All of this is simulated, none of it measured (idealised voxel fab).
This section sets out a process module, namely voxel air gaps.
This is section cut - it's 280 nm across, gridded in 5 nm square cells.
In what follows, cross-sections appear as grids of square cells, described through bands that run from the top down, where every band is one or more rows of cells.
The entry gives the band's vertical extent as a top height and a bottom height in nm, then its horizontal make-up as materials from left to right, each with a width in nm. "blank" stands for empty space; a single material marked "all across" fills the band edge to edge.
Heights from 0 (as-received wafer is one material below). Bottom band endless downward, as "0 -> down".
Per-row width for "30..40": begins at first number (top row of band), ends at second number (bottom row), increment between rows held constant.
It should be understood that the words "no change occurred", when stated for a given step, signify that the cross-section underwent no change in any of its cells during that step.
In the "Enclosed internal voids" entry, you get each enclosed empty space of 8 cells or more, one with no open way to the top, written width x height at distance, distance from the left edge, in nm.
On each step's line, the part that comes after the settings is the simulator's own comment on the step.
On any step carrying a mask, the "overlay nm" setting, if present on the step's line, tells how far right of its planned place the mask lay; negative values point to the left.

Planned process steps
1 RECEIVE: material Si
2 CONFORMAL_DEP: material SiO2, thk nm 10
3 CONFORMAL_DEP: material SiCN, thk nm 5
4 DIRECTIONAL_DEP: material lowk, thk nm 35
5 MASKED_ETCH: tone open, mask id LINES, width nm 15, pitch nm 40, etch materials lowk, depth nm 35, overlay nm 0
6 CONFORMAL_DEP: material TiN, thk nm 5
7 FILL_DEP: material W, thk nm 10
8 CMP: height nm 50
9 EPI: material Ru, thk nm 10
10 SELECTIVE_ETCH: etch materials lowk, depth nm 45
11 CONFORMAL_DEP: material SiCN, thk nm 5

Below: the first of two wafers, run as planned

Cross-section of the wafer at receipt, which is the condition after step 1
0 -> down  Si all across
Enclosed internal voids: none

Wafer after step 2 (cross-section)
10 -> 0  SiO2 all across
below 0: unchanged

Wafer after step 3 (cross-section)
15 -> 10  SiCN all across
below 10: unchanged

Wafer after step 4 (cross-section)
50 -> 15  lowk all across
below 15: unchanged

Wafer after step 5 (cross-section)
50 -> 15  lowk (70), then blank (15), then lowk (25), then blank (15), then lowk (25), then blank (15), then lowk (25), then blank (15), then lowk (75)
below 15: unchanged

Wafer after step 6 (cross-section)
55 -> 50  TiN (75), then blank (5), then TiN (35), then blank (5), then TiN (35), then blank (5), then TiN (35), then blank (5), then TiN (80)
50 -> 20  lowk (70), then TiN (5), then blank (5), then TiN (5), then lowk (25), then TiN (5), then blank (5), then TiN (5), then lowk (25), then TiN (5), then blank (5), then TiN (5), then lowk (25), then TiN (5), then blank (5), then TiN (5), then lowk (75)
20 -> 15  lowk (70), then TiN (15), then lowk (25), then TiN (15), then lowk (25), then TiN (15), then lowk (25), then TiN (15), then lowk (75)
below 15: unchanged

Wafer after step 7 (cross-section)
65 -> 55  W all across
55 -> 50  TiN (75), then W (5), then TiN (35), then W (5), then TiN (35), then W (5), then TiN (35), then W (5), then TiN (80)
50 -> 20  lowk (70), then TiN (5), then W (5), then TiN (5), then lowk (25), then TiN (5), then W (5), then TiN (5), then lowk (25), then TiN (5), then W (5), then TiN (5), then lowk (25), then TiN (5), then W (5), then TiN (5), then lowk (75)
below 20: unchanged

Wafer after step 8 (cross-section)
50 -> 20  lowk (70), then TiN (5), then W (5), then TiN (5), then lowk (25), then TiN (5), then W (5), then TiN (5), then lowk (25), then TiN (5), then W (5), then TiN (5), then lowk (25), then TiN (5), then W (5), then TiN (5), then lowk (75)
below 20: unchanged

Wafer after step 9 (cross-section)
60 -> 50  blank (60), then Ru (35), then blank (5), then Ru (35), then blank (5), then Ru (35), then blank (5), then Ru (35), then blank (65)
below 50: unchanged

Wafer after step 10 (cross-section)
60 -> 50  blank (60), then Ru (35), then blank (5), then Ru (35), then blank (5), then Ru (35), then blank (5), then Ru (35), then blank (65)
50 -> 20  blank (70), then TiN (5), then W (5), then TiN (5), then blank (25), then TiN (5), then W (5), then TiN (5), then blank (25), then TiN (5), then W (5), then TiN (5), then blank (25), then TiN (5), then W (5), then TiN (5), then blank (75)
20 -> 15  blank (70), then TiN (15), then blank (25), then TiN (15), then blank (25), then TiN (15), then blank (25), then TiN (15), then blank (75)
below 15: unchanged

Wafer after step 11 (cross-section)
65 -> 60  blank (55), then SiCN (165), then blank (60)
60 -> 50  blank (55), then SiCN (5), then Ru (35), then SiCN (5), then Ru (35), then SiCN (5), then Ru (35), then SiCN (5), then Ru (35), then SiCN (5), then blank (60)
50 -> 45  blank (55), then SiCN (15), then TiN (5), then W (5), then TiN (5), then SiCN (25), then TiN (5), then W (5), then TiN (5), then SiCN (25), then TiN (5), then W (5), then TiN (5), then SiCN (25), then TiN (5), then W (5), then TiN (5), then SiCN (15), then blank (60)
45 -> 20  blank (65), then SiCN (5), then TiN (5), then W (5), then TiN (5), then SiCN (5), then blank (15), then SiCN (5), then TiN (5), then W (5), then TiN (5), then SiCN (5), then blank (15), then SiCN (5), then TiN (5), then W (5), then TiN (5), then SiCN (5), then blank (15), then SiCN (5), then TiN (5), then W (5), then TiN (5), then SiCN (5), then blank (70)
20 -> 15  SiCN (70), then TiN (15), then SiCN (25), then TiN (15), then SiCN (25), then TiN (15), then SiCN (25), then TiN (15), then SiCN (75)
below 15: unchanged
Enclosed internal voids: 15 x 25 at 90; 15 x 25 at 130; 15 x 25 at 170

Second of two: same start, same plan, one run error; steps up to and including 3 match the first

Second wafer cross-section, taken as of the time the plan sets for step 4 to be done
50 -> 15  TiN all across
below 15: unchanged

Second wafer cross-section, taken as of the time the plan sets for step 5 to be done: no change occurred

Second wafer cross-section, taken as of the time the plan sets for step 6 to be done
55 -> 15  TiN all across
below 15: unchanged

Second wafer cross-section, taken as of the time the plan sets for step 7 to be done
65 -> 55  W all across
below 55: unchanged

Second wafer cross-section, taken as of the time the plan sets for step 8 to be done
50 -> 15  TiN all across
below 15: unchanged

Second wafer cross-section, taken as of the time the plan sets for step 9 to be done
60 -> 50  Ru all across
below 50: unchanged

Second wafer cross-section, taken as of the time the plan sets for step 10 to be done: no change occurred

Second wafer cross-section, taken as of the time the plan sets for step 11 to be done
65 -> 60  SiCN all across
below 60: unchanged
Error vs. plan: not per plan at step 4, really ran DIRECTIONAL_DEP: material TiN, thk nm 35
End of process, cell counts, second wafer against first, materials with more or fewer: 56 more of Ru, 92 fewer of SiCN, 332 more of TiN, 24 fewer of W
The first wafer finishes with 3 closed voids, while the second finishes with 0.
